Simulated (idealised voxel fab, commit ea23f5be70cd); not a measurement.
Process module name: voxel wiring stack
cross-section cut | 235 nm wide | cells 5 nm
Cross-sections here: square-cell grids, written as top-down lists of bands, a band being one or more rows of cells.
Read a band's entry like this: the first values are the height of its top and the height of its bottom in nm, and what follows is the sequence of materials from left to right, each with its width in nm. Note that "air" is empty space, and that a single material marked "throughout" reaches across the band from edge to edge.
Basically, 0 is our baseline, since under it the wafer straight out of the box is all one material. The bottom band has no lower end and keeps on going down, so it looks like "top 0, no bottom".
Think of "30 to 40" as a width that walks from the first number to the second as you go down the band, top row to bottom row, taking equal-sized steps from row to row.
No cell of the cross-section changed in a step that is given as "no change".
You'll see "Trapped void list" listing empty spaces that have no way open to the top, as long as they're 8 cells or more; the notation is width x height at distance, where the distance is from the left edge, and all of it is in nm.
Formally, on a step line, whatever follows the settings is a remark that the simulator itself makes on the step.
overlay nm: right-of-plan distance of the mask on a masked step; negative values mean left-of-plan.

[Process steps foreseen in the plan]
1: RECEIVE,material Si
2: CONFORMAL_DEP,material SiO2,thk nm 10
3: DIRECTIONAL_DEP,material TiN,thk nm 5
4: DIRECTIONAL_DEP,material W,thk nm 20
5: PATTERN,tone cover,mask id METAL_1,material resist,width nm 20,pitch nm 40,thk nm 20,overlay nm 0
6: DIRECTIONAL_ETCH,etch materials W,depth nm 20
7: DIRECTIONAL_ETCH,etch materials TiN,depth nm 5
8: STRIP,etch materials resist
9: FILL_DEP,material lowk,thk nm 5
10: CMP,height nm 35
11: CONFORMAL_DEP,material SiCN,thk nm 5
12: DIRECTIONAL_DEP,material lowk,thk nm 30
13: PATTERN,tone open,mask id METAL_2,material resist,width nm 20,pitch nm 40,thk nm 20,overlay nm 0
14: DIRECTIONAL_ETCH,etch materials lowk,depth nm 20
15: STRIP,etch materials resist
16: MASKED_ETCH,tone open,mask id METAL_2_HOLES,width nm 15,etch materials lowk,depth nm 10,overlay nm 0
17: MASKED_ETCH,tone open,mask id METAL_2_HOLES,width nm 15,etch materials SiCN,depth nm 5,overlay nm 0
18: CONFORMAL_DEP,material TiN,thk nm 5
19: FILL_DEP,material Cu,thk nm 5
20: CMP,height nm 70
21: CONFORMAL_DEP,material SiCN,thk nm 5
22: DIRECTIONAL_DEP,material lowk,thk nm 35
23: DIRECTIONAL_DEP,material aC,thk nm 10
24: PATTERN,tone open,mask id METAL_3,material resist,width nm 20,pitch nm 40,thk nm 30,overlay nm 0
25: DIRECTIONAL_ETCH,etch materials aC,depth nm 10
26: STRIP,etch materials resist
27: DIRECTIONAL_ETCH,etch materials lowk,depth nm 20
28: STRIP,etch materials aC
29: DIRECTIONAL_DEP,material aC,thk nm 15
30: PATTERN,tone open,mask id METAL_3_HOLES,material resist,width nm 15,thk nm 35,overlay nm 0
31: DIRECTIONAL_ETCH,etch materials aC,depth nm 15
32: STRIP,etch materials resist
33: DIRECTIONAL_ETCH,etch materials lowk,depth nm 15
34: DIRECTIONAL_ETCH,etch materials SiCN,depth nm 5
35: STRIP,etch materials aC
36: CONFORMAL_DEP,material TiN,thk nm 5
37: FILL_DEP,material Cu,thk nm 5
38: CMP,height nm 110
39: CONFORMAL_DEP,material SiCN,thk nm 5
40: DIRECTIONAL_DEP,material lowk,thk nm 10
41: MASKED_ETCH,tone open,mask id PLUG_3,width nm 15,pitch nm 40,etch materials lowk,depth nm 10,overlay nm 0
42: MASKED_ETCH,tone open,mask id PLUG_3,width nm 15,pitch nm 40,etch materials SiCN,depth nm 5,overlay nm 0
43: EPI,material Ru,thk nm 10
44: EPI,material Ru,thk nm 5
45: CONFORMAL_DEP,material SiN,thk nm 5
46: DIRECTIONAL_DEP,material lowk,thk nm 20
47: MASKED_ETCH,tone open,mask id METAL_4,width nm 20,pitch nm 40,etch materials lowk,depth nm 20,overlay nm 0
48: MASKED_ETCH,tone open,mask id METAL_4,width nm 20,pitch nm 40,etch materials SiN,depth nm 5,overlay nm 0
49: CONFORMAL_DEP,material TiN,thk nm 5
50: FILL_DEP,material Ru,thk nm 5
51: CMP,height nm 150
52: EPI,material Ru,thk nm 5
53: FILL_DEP,material SiCN,thk nm 5

[First wafer out of two, processed as planned]

[As-received wafer cross-section (after step 1)]
	top 0, no bottom | Si throughout
	Trapped void list: none

[Wafer after step 2 (cross-section)]
	top 10, bottom 0 | SiO2 throughout
	For the remainder of the cross-section, below 0, there is no change.

[Wafer after step 3 (cross-section)]
	top 15, bottom 10 | TiN throughout
	For the remainder of the cross-section, below 10, there is no change.

[Wafer after step 4 (cross-section)]
	top 35, bottom 15 | W throughout
	For the remainder of the cross-section, below 15, there is no change.

[Wafer after step 5 (cross-section)]
	top 55, bottom 35 | air 85, resist 20, air 20, resist 20, air 90
	For the remainder of the cross-section, below 35, there is no change.

[Wafer after step 6 (cross-section)]
	top 55, bottom 35 | air 85, resist 20, air 20, resist 20, air 90
	top 35, bottom 15 | air 85, W 20, air 20, W 20, air 90
	For the remainder of the cross-section, below 15, there is no change.

[Wafer after step 7 (cross-section)]
	top 55, bottom 35 | air 85, resist 20, air 20, resist 20, air 90
	top 35, bottom 15 | air 85, W 20, air 20, W 20, air 90
	top 15, bottom 10 | air 85, TiN 20, air 20, TiN 20, air 90
	For the remainder of the cross-section, below 10, there is no change.

[Wafer after step 8 (cross-section)]
	top 35, bottom 15 | air 85, W 20, air 20, W 20, air 90
	For the remainder of the cross-section, below 15, there is no change.

[Wafer after step 9 (cross-section)]
	top 40, bottom 35 | lowk throughout
	top 35, bottom 15 | lowk 85, W 20, lowk 20, W 20, lowk 90
	top 15, bottom 10 | lowk 85, TiN 20, lowk 20, TiN 20, lowk 90
	For the remainder of the cross-section, below 10, there is no change.

[Wafer after step 10 (cross-section)]
	top 35, bottom 15 | lowk 85, W 20, lowk 20, W 20, lowk 90
	For the remainder of the cross-section, below 15, there is no change.

[Wafer after step 11 (cross-section)]
	top 40, bottom 35 | SiCN throughout
	For the remainder of the cross-section, below 35, there is no change.

[Wafer after step 12 (cross-section)]
	top 70, bottom 40 | lowk throughout
	For the remainder of the cross-section, below 40, there is no change.

[Wafer after step 13 (cross-section)]
	top 90, bottom 70 | resist 85, air 20, resist 20, air 20, resist 90
	For the remainder of the cross-section, below 70, there is no change.

[Wafer after step 14 (cross-section)]
	top 90, bottom 70 | resist 85, air 20, resist 20, air 20, resist 90
	top 70, bottom 50 | lowk 85, air 20, lowk 20, air 20, lowk 90
	For the remainder of the cross-section, below 50, there is no change.

[Wafer after step 15 (cross-section)]
	top 70, bottom 50 | lowk 85, air 20, lowk 20, air 20, lowk 90
	For the remainder of the cross-section, below 50, there is no change.

[Wafer after step 16 (cross-section)]
	top 70, bottom 50 | lowk 85, air 20, lowk 20, air 20, lowk 90
	top 50, bottom 40 | lowk 85, air 15, lowk 135
	For the remainder of the cross-section, below 40, there is no change.

[Wafer after step 17 (cross-section)]
	top 70, bottom 50 | lowk 85, air 20, lowk 20, air 20, lowk 90
	top 50, bottom 40 | lowk 85, air 15, lowk 135
	top 40, bottom 35 | SiCN 85, air 15, SiCN 135
	For the remainder of the cross-section, below 35, there is no change.

[Wafer after step 18 (cross-section)]
	top 75, bottom 70 | TiN 90, air 10, TiN 30, air 10, TiN 95
	top 70, bottom 55 | lowk 85, TiN 5, air 10, TiN 5, lowk 20, TiN 5, air 10, TiN 5, lowk 90
	top 55, bottom 50 | lowk 85, TiN 5, air 5, TiN 10, lowk 20, TiN 20, lowk 90
	top 50, bottom 40 | lowk 85, TiN 5, air 5, TiN 5, lowk 135
	top 40, bottom 35 | SiCN 85, TiN 15, SiCN 135
	For the remainder of the cross-section, below 35, there is no change.

[Wafer after step 19 (cross-section)]
	top 80, bottom 75 | Cu throughout
	top 75, bottom 70 | TiN 90, Cu 10, TiN 30, Cu 10, TiN 95
	top 70, bottom 55 | lowk 85, TiN 5, Cu 10, TiN 5, lowk 20, TiN 5, Cu 10, TiN 5, lowk 90
	top 55, bottom 50 | lowk 85, TiN 5, Cu 5, TiN 10, lowk 20, TiN 20, lowk 90
	top 50, bottom 40 | lowk 85, TiN 5, Cu 5, TiN 5, lowk 135
	For the remainder of the cross-section, below 40, there is no change.

[Wafer after step 20 (cross-section)]
	top 70, bottom 55 | lowk 85, TiN 5, Cu 10, TiN 5, lowk 20, TiN 5, Cu 10, TiN 5, lowk 90
	For the remainder of the cross-section, below 55, there is no change.

[Wafer after step 21 (cross-section)]
	top 75, bottom 70 | SiCN throughout
	For the remainder of the cross-section, below 70, there is no change.

[Wafer after step 22 (cross-section)]
	top 110, bottom 75 | lowk throughout
	For the remainder of the cross-section, below 75, there is no change.

[Wafer after step 23 (cross-section)]
	top 120, bottom 110 | aC throughout
	For the remainder of the cross-section, below 110, there is no change.

[Wafer after step 24 (cross-section)]
	top 150, bottom 120 | resist 85, air 20, resist 20, air 20, resist 90
	For the remainder of the cross-section, below 120, there is no change.

[Wafer after step 25 (cross-section)]
	top 140, bottom 120 | resist 85, air 20, resist 20, air 20, resist 90
	top 120, bottom 110 | aC 85, air 20, aC 20, air 20, aC 90
	For the remainder of the cross-section, below 110, there is no change.

[Wafer after step 26 (cross-section)]
	top 120, bottom 110 | aC 85, air 20, aC 20, air 20, aC 90
	For the remainder of the cross-section, below 110, there is no change.

[Wafer after step 27 (cross-section)]
	top 120, bottom 110 | aC 85, air 20, aC 20, air 20, aC 90
	top 110, bottom 90 | lowk 85, air 20, lowk 20, air 20, lowk 90
	For the remainder of the cross-section, below 90, there is no change.

[Wafer after step 28 (cross-section)]
	top 110, bottom 90 | lowk 85, air 20, lowk 20, air 20, lowk 90
	For the remainder of the cross-section, below 90, there is no change.

[Wafer after step 29 (cross-section)]
	top 125, bottom 110 | aC 85, air 20, aC 20, air 20, aC 90
	top 110, bottom 105 | lowk 85, air 20, lowk 20, air 20, lowk 90
	top 105, bottom 90 | lowk 85, aC 20, lowk 20, aC 20, lowk 90
	For the remainder of the cross-section, below 90, there is no change.

[Wafer after step 30 (cross-section)]
	top 160, bottom 125 | resist 85, air 15, resist 135
	top 125, bottom 110 | aC 85, air 15, resist 5, aC 20, resist 20, aC 90
	top 110, bottom 105 | lowk 85, air 15, resist 5, lowk 20, resist 20, lowk 90
	For the remainder of the cross-section, below 105, there is no change.

[Wafer after step 31 (cross-section)]
	top 145, bottom 125 | resist 85, air 15, resist 135
	top 125, bottom 110 | aC 85, air 15, resist 5, aC 20, resist 20, aC 90
	top 110, bottom 105 | lowk 85, air 15, resist 5, lowk 20, resist 20, lowk 90
	top 105, bottom 90 | lowk 85, air 15, aC 5, lowk 20, aC 20, lowk 90
	For the remainder of the cross-section, below 90, there is no change.

[Wafer after step 32 (cross-section)]
	top 125, bottom 110 | aC 85, air 20, aC 20, air 20, aC 90
	top 110, bottom 105 | lowk 85, air 20, lowk 20, air 20, lowk 90
	For the remainder of the cross-section, below 105, there is no change.

[Wafer after step 33 (cross-section)]
	top 125, bottom 110 | aC 85, air 20, aC 20, air 20, aC 90
	top 110, bottom 105 | lowk 85, air 20, lowk 20, air 20, lowk 90
	top 105, bottom 90 | lowk 85, air 15, aC 5, lowk 20, aC 20, lowk 90
	top 90, bottom 75 | lowk 85, air 15, lowk 135
	For the remainder of the cross-section, below 75, there is no change.

[Wafer after step 34 (cross-section)]
	top 125, bottom 110 | aC 85, air 20, aC 20, air 20, aC 90
	top 110, bottom 105 | lowk 85, air 20, lowk 20, air 20, lowk 90
	top 105, bottom 90 | lowk 85, air 15, aC 5, lowk 20, aC 20, lowk 90
	top 90, bottom 75 | lowk 85, air 15, lowk 135
	top 75, bottom 70 | SiCN 85, air 15, SiCN 135
	For the remainder of the cross-section, below 70, there is no change.

[Wafer after step 35 (cross-section)]
	top 110, bottom 90 | lowk 85, air 20, lowk 20, air 20, lowk 90
	For the remainder of the cross-section, below 90, there is no change.

[Wafer after step 36 (cross-section)]
	top 115, bottom 110 | TiN 90, air 10, TiN 30, air 10, TiN 95
	top 110, bottom 95 | lowk 85, TiN 5, air 10, TiN 5, lowk 20, TiN 5, air 10, TiN 5, lowk 90
	top 95, bottom 90 | lowk 85, TiN 5, air 5, TiN 10, lowk 20, TiN 20, lowk 90
	top 90, bottom 75 | lowk 85, TiN 5, air 5, TiN 5, lowk 135
	top 75, bottom 70 | SiCN 85, TiN 15, SiCN 135
	For the remainder of the cross-section, below 70, there is no change.

[Wafer after step 37 (cross-section)]
	top 120, bottom 115 | Cu throughout
	top 115, bottom 110 | TiN 90, Cu 10, TiN 30, Cu 10, TiN 95
	top 110, bottom 95 | lowk 85, TiN 5, Cu 10, TiN 5, lowk 20, TiN 5, Cu 10, TiN 5, lowk 90
	top 95, bottom 90 | lowk 85, TiN 5, Cu 5, TiN 10, lowk 20, TiN 20, lowk 90
	top 90, bottom 75 | lowk 85, TiN 5, Cu 5, TiN 5, lowk 135
	For the remainder of the cross-section, below 75, there is no change.

[Wafer after step 38 (cross-section)]
	top 110, bottom 95 | lowk 85, TiN 5, Cu 10, TiN 5, lowk 20, TiN 5, Cu 10, TiN 5, lowk 90
	For the remainder of the cross-section, below 95, there is no change.

[Wafer after step 39 (cross-section)]
	top 115, bottom 110 | SiCN throughout
	For the remainder of the cross-section, below 110, there is no change.

[Wafer after step 40 (cross-section)]
	top 125, bottom 115 | lowk throughout
	For the remainder of the cross-section, below 115, there is no change.

[Wafer after step 41 (cross-section)]
	top 125, bottom 115 | lowk 85, air 15, lowk 25, air 15, lowk 95
	For the remainder of the cross-section, below 115, there is no change.

[Wafer after step 42 (cross-section)]
	top 125, bottom 115 | lowk 85, air 15, lowk 25, air 15, lowk 95
	top 115, bottom 110 | SiCN 85, air 15, SiCN 25, air 15, SiCN 95
	For the remainder of the cross-section, below 110, there is no change.

[Wafer after step 43 (cross-section)]
	top 125, bottom 120 | lowk 85, air 15, lowk 25, air 15, lowk 95
	top 120, bottom 115 | lowk 85, Ru 15, lowk 25, Ru 15, lowk 95
	top 115, bottom 110 | SiCN 85, Ru 15, SiCN 25, Ru 15, SiCN 95
	For the remainder of the cross-section, below 110, there is no change.

[Wafer after step 44 (cross-section)]
	top 125, bottom 115 | lowk 85, Ru 15, lowk 25, Ru 15, lowk 95
	For the remainder of the cross-section, below 115, there is no change.

[Wafer after step 45 (cross-section)]
	top 130, bottom 125 | SiN throughout
	For the remainder of the cross-section, below 125, there is no change.

[Wafer after step 46 (cross-section)]
	top 150, bottom 130 | lowk throughout
	For the remainder of the cross-section, below 130, there is no change.

[Wafer after step 47 (cross-section)]
	top 150, bottom 130 | lowk 85, air 20, lowk 20, air 20, lowk 90
	For the remainder of the cross-section, below 130, there is no change.

[Wafer after step 48 (cross-section)]
	top 150, bottom 130 | lowk 85, air 20, lowk 20, air 20, lowk 90
	top 130, bottom 125 | SiN 85, air 20, SiN 20, air 20, SiN 90
	For the remainder of the cross-section, below 125, there is no change.

[Wafer after step 49 (cross-section)]
	top 155, bottom 150 | TiN 90, air 10, TiN 30, air 10, TiN 95
	top 150, bottom 130 | lowk 85, TiN 5, air 10, TiN 5, lowk 20, TiN 5, air 10, TiN 5, lowk 90
	top 130, bottom 125 | SiN 85, TiN 20, SiN 20, TiN 20, SiN 90
	For the remainder of the cross-section, below 125, there is no change.

[Wafer after step 50 (cross-section)]
	top 160, bottom 155 | Ru throughout
	top 155, bottom 150 | TiN 90, Ru 10, TiN 30, Ru 10, TiN 95
	top 150, bottom 130 | lowk 85, TiN 5, Ru 10, TiN 5, lowk 20, TiN 5, Ru 10, TiN 5, lowk 90
	For the remainder of the cross-section, below 130, there is no change.

[Wafer after step 51 (cross-section)]
	top 150, bottom 130 | lowk 85, TiN 5, Ru 10, TiN 5, lowk 20, TiN 5, Ru 10, TiN 5, lowk 90
	For the remainder of the cross-section, below 130, there is no change.

[Wafer after step 52 (cross-section)]
	top 155, bottom 150 | air 80, Ru 30, air 10, Ru 30, air 85
	For the remainder of the cross-section, below 150, there is no change.

[Wafer after step 53 (cross-section)]
	top 160, bottom 155 | SiCN throughout
	top 155, bottom 150 | SiCN 80, Ru 30, SiCN 10, Ru 30, SiCN 85
	For the remainder of the cross-section, below 150, there is no change.

[The second wafer was prepared from the same starting point and under the same plan as the first; its processing contained one mistake, and it remains indistinguishable from the first wafer up to and including step 23]

[Second wafer: cross-section at the scheduled end of step 24]
	top 150, bottom 120 | resist 90, air 20, resist 20, air 20, resist 85
	For the remainder of the cross-section, below 120, there is no change.

[Second wafer: cross-section at the scheduled end of step 25]
	top 140, bottom 120 | resist 90, air 20, resist 20, air 20, resist 85
	top 120, bottom 110 | aC 90, air 20, aC 20, air 20, aC 85
	For the remainder of the cross-section, below 110, there is no change.

[Second wafer: cross-section at the scheduled end of step 26]
	top 120, bottom 110 | aC 90, air 20, aC 20, air 20, aC 85
	For the remainder of the cross-section, below 110, there is no change.

[Second wafer: cross-section at the scheduled end of step 27]
	top 120, bottom 110 | aC 90, air 20, aC 20, air 20, aC 85
	top 110, bottom 90 | lowk 90, air 20, lowk 20, air 20, lowk 85
	For the remainder of the cross-section, below 90, there is no change.

[Second wafer: cross-section at the scheduled end of step 28]
	top 110, bottom 90 | lowk 90, air 20, lowk 20, air 20, lowk 85
	For the remainder of the cross-section, below 90, there is no change.

[Second wafer: cross-section at the scheduled end of step 29]
	top 125, bottom 110 | aC 90, air 20, aC 20, air 20, aC 85
	top 110, bottom 105 | lowk 90, air 20, lowk 20, air 20, lowk 85
	top 105, bottom 90 | lowk 90, aC 20, lowk 20, aC 20, lowk 85
	For the remainder of the cross-section, below 90, there is no change.

[Second wafer: cross-section at the scheduled end of step 30]
	top 160, bottom 125 | resist 85, air 15, resist 135
	top 125, bottom 110 | aC 90, air 10, resist 10, aC 20, resist 20, aC 85
	top 110, bottom 105 | lowk 90, air 10, resist 10, lowk 20, resist 20, lowk 85
	For the remainder of the cross-section, below 105, there is no change.

[Second wafer: cross-section at the scheduled end of step 31]
	top 145, bottom 125 | resist 85, air 15, resist 135
	top 125, bottom 110 | aC 85, air 15, resist 10, aC 20, resist 20, aC 85
	top 110, bottom 105 | lowk 90, air 10, resist 10, lowk 20, resist 20, lowk 85
	top 105, bottom 90 | lowk 90, air 10, aC 10, lowk 20, aC 20, lowk 85
	For the remainder of the cross-section, below 90, there is no change.

[Second wafer: cross-section at the scheduled end of step 32]
	top 125, bottom 110 | aC 85, air 25, aC 20, air 20, aC 85
	top 110, bottom 105 | lowk 90, air 20, lowk 20, air 20, lowk 85
	For the remainder of the cross-section, below 105, there is no change.

[Second wafer: cross-section at the scheduled end of step 33]
	top 125, bottom 110 | aC 85, air 25, aC 20, air 20, aC 85
	top 110, bottom 105 | lowk 85, air 25, lowk 20, air 20, lowk 85
	top 105, bottom 95 | lowk 85, air 15, aC 10, lowk 20, aC 20, lowk 85
	top 95, bottom 90 | lowk 90, air 10, aC 10, lowk 20, aC 20, lowk 85
	top 90, bottom 75 | lowk 90, air 10, lowk 135
	For the remainder of the cross-section, below 75, there is no change.

[Second wafer: cross-section at the scheduled end of step 34]
	top 125, bottom 110 | aC 85, air 25, aC 20, air 20, aC 85
	top 110, bottom 105 | lowk 85, air 25, lowk 20, air 20, lowk 85
	top 105, bottom 95 | lowk 85, air 15, aC 10, lowk 20, aC 20, lowk 85
	top 95, bottom 90 | lowk 90, air 10, aC 10, lowk 20, aC 20, lowk 85
	top 90, bottom 75 | lowk 90, air 10, lowk 135
	top 75, bottom 70 | SiCN 90, air 10, SiCN 135
	For the remainder of the cross-section, below 70, there is no change.

[Second wafer: cross-section at the scheduled end of step 35]
	top 110, bottom 95 | lowk 85, air 25, lowk 20, air 20, lowk 85
	top 95, bottom 90 | lowk 90, air 20, lowk 20, air 20, lowk 85
	For the remainder of the cross-section, below 90, there is no change.

[Second wafer: cross-section at the scheduled end of step 36]
	top 115, bottom 110 | TiN 90, air 15, TiN 30, air 10, TiN 90
	top 110, bottom 100 | lowk 85, TiN 5, air 15, TiN 5, lowk 20, TiN 5, air 10, TiN 5, lowk 85
	top 100, bottom 95 | lowk 85, TiN 10, air 10, TiN 5, lowk 20, TiN 5, air 10, TiN 5, lowk 85
	top 95, bottom 90 | lowk 90, TiN 20, lowk 20, TiN 20, lowk 85
	top 90, bottom 75 | lowk 90, TiN 10, lowk 135
	top 75, bottom 70 | SiCN 90, TiN 10, SiCN 135
	For the remainder of the cross-section, below 70, there is no change.

[Second wafer: cross-section at the scheduled end of step 37]
	top 120, bottom 115 | Cu throughout
	top 115, bottom 110 | TiN 90, Cu 15, TiN 30, Cu 10, TiN 90
	top 110, bottom 100 | lowk 85, TiN 5, Cu 15, TiN 5, lowk 20, TiN 5, Cu 10, TiN 5, lowk 85
	top 100, bottom 95 | lowk 85, TiN 10, Cu 10, TiN 5, lowk 20, TiN 5, Cu 10, TiN 5, lowk 85
	For the remainder of the cross-section, below 95, there is no change.

[Second wafer: cross-section at the scheduled end of step 38]
	top 110, bottom 100 | lowk 85, TiN 5, Cu 15, TiN 5, lowk 20, TiN 5, Cu 10, TiN 5, lowk 85
	For the remainder of the cross-section, below 100, there is no change.

[Second wafer: cross-section at the scheduled end of step 39]
	top 115, bottom 110 | SiCN throughout
	For the remainder of the cross-section, below 110, there is no change.

[Second wafer: cross-section at the scheduled end of step 40]
	top 125, bottom 115 | lowk throughout
	For the remainder of the cross-section, below 115, there is no change.

[Second wafer: cross-section at the scheduled end of step 41]
	top 125, bottom 115 | lowk 85, air 15, lowk 25, air 15, lowk 95
	For the remainder of the cross-section, below 115, there is no change.

[Second wafer: cross-section at the scheduled end of step 42]
	top 125, bottom 115 | lowk 85, air 15, lowk 25, air 15, lowk 95
	top 115, bottom 110 | SiCN 85, air 15, SiCN 25, air 15, SiCN 95
	For the remainder of the cross-section, below 110, there is no change.

[Second wafer: cross-section at the scheduled end of step 43]
	top 125, bottom 120 | lowk 85, air 15, lowk 25, air 15, lowk 95
	top 120, bottom 115 | lowk 85, Ru 15, lowk 25, Ru 15, lowk 95
	top 115, bottom 110 | SiCN 85, Ru 15, SiCN 25, Ru 15, SiCN 95
	For the remainder of the cross-section, below 110, there is no change.

[Second wafer: cross-section at the scheduled end of step 44]
	top 125, bottom 115 | lowk 85, Ru 15, lowk 25, Ru 15, lowk 95
	For the remainder of the cross-section, below 115, there is no change.

[Second wafer: cross-section at the scheduled end of step 45]
	top 130, bottom 125 | SiN throughout
	For the remainder of the cross-section, below 125, there is no change.

[Second wafer: cross-section at the scheduled end of step 46]
	top 150, bottom 130 | lowk throughout
	For the remainder of the cross-section, below 130, there is no change.

[Second wafer: cross-section at the scheduled end of step 47]
	top 150, bottom 130 | lowk 85, air 20, lowk 20, air 20, lowk 90
	For the remainder of the cross-section, below 130, there is no change.

[Second wafer: cross-section at the scheduled end of step 48]
	top 150, bottom 130 | lowk 85, air 20, lowk 20, air 20, lowk 90
	top 130, bottom 125 | SiN 85, air 20, SiN 20, air 20, SiN 90
	For the remainder of the cross-section, below 125, there is no change.

[Second wafer: cross-section at the scheduled end of step 49]
	top 155, bottom 150 | TiN 90, air 10, TiN 30, air 10, TiN 95
	top 150, bottom 130 | lowk 85, TiN 5, air 10, TiN 5, lowk 20, TiN 5, air 10, TiN 5, lowk 90
	top 130, bottom 125 | SiN 85, TiN 20, SiN 20, TiN 20, SiN 90
	For the remainder of the cross-section, below 125, there is no change.

[Second wafer: cross-section at the scheduled end of step 50]
	top 160, bottom 155 | Ru throughout
	top 155, bottom 150 | TiN 90, Ru 10, TiN 30, Ru 10, TiN 95
	top 150, bottom 130 | lowk 85, TiN 5, Ru 10, TiN 5, lowk 20, TiN 5, Ru 10, TiN 5, lowk 90
	For the remainder of the cross-section, below 130, there is no change.

[Second wafer: cross-section at the scheduled end of step 51]
	top 150, bottom 130 | lowk 85, TiN 5, Ru 10, TiN 5, lowk 20, TiN 5, Ru 10, TiN 5, lowk 90
	For the remainder of the cross-section, below 130, there is no change.

[Second wafer: cross-section at the scheduled end of step 52]
	top 155, bottom 150 | air 80, Ru 30, air 10, Ru 30, air 85
	For the remainder of the cross-section, below 150, there is no change.

[Second wafer: cross-section at the scheduled end of step 53]
	top 160, bottom 155 | SiCN throughout
	top 155, bottom 150 | SiCN 80, Ru 30, SiCN 10, Ru 30, SiCN 85
	For the remainder of the cross-section, below 150, there is no change.
Want to know what went wrong? step 24 went in with a setting other than planned; the actual run was PATTERN,tone open,mask id METAL_3,material resist,width nm 20,pitch nm 40,thk nm 30,overlay nm 5
Counted in cells at the end, the second wafer holds more or fewer of these materials than the first: 2 fewer of Cu, 1 more of SiCN, 1 more of TiN
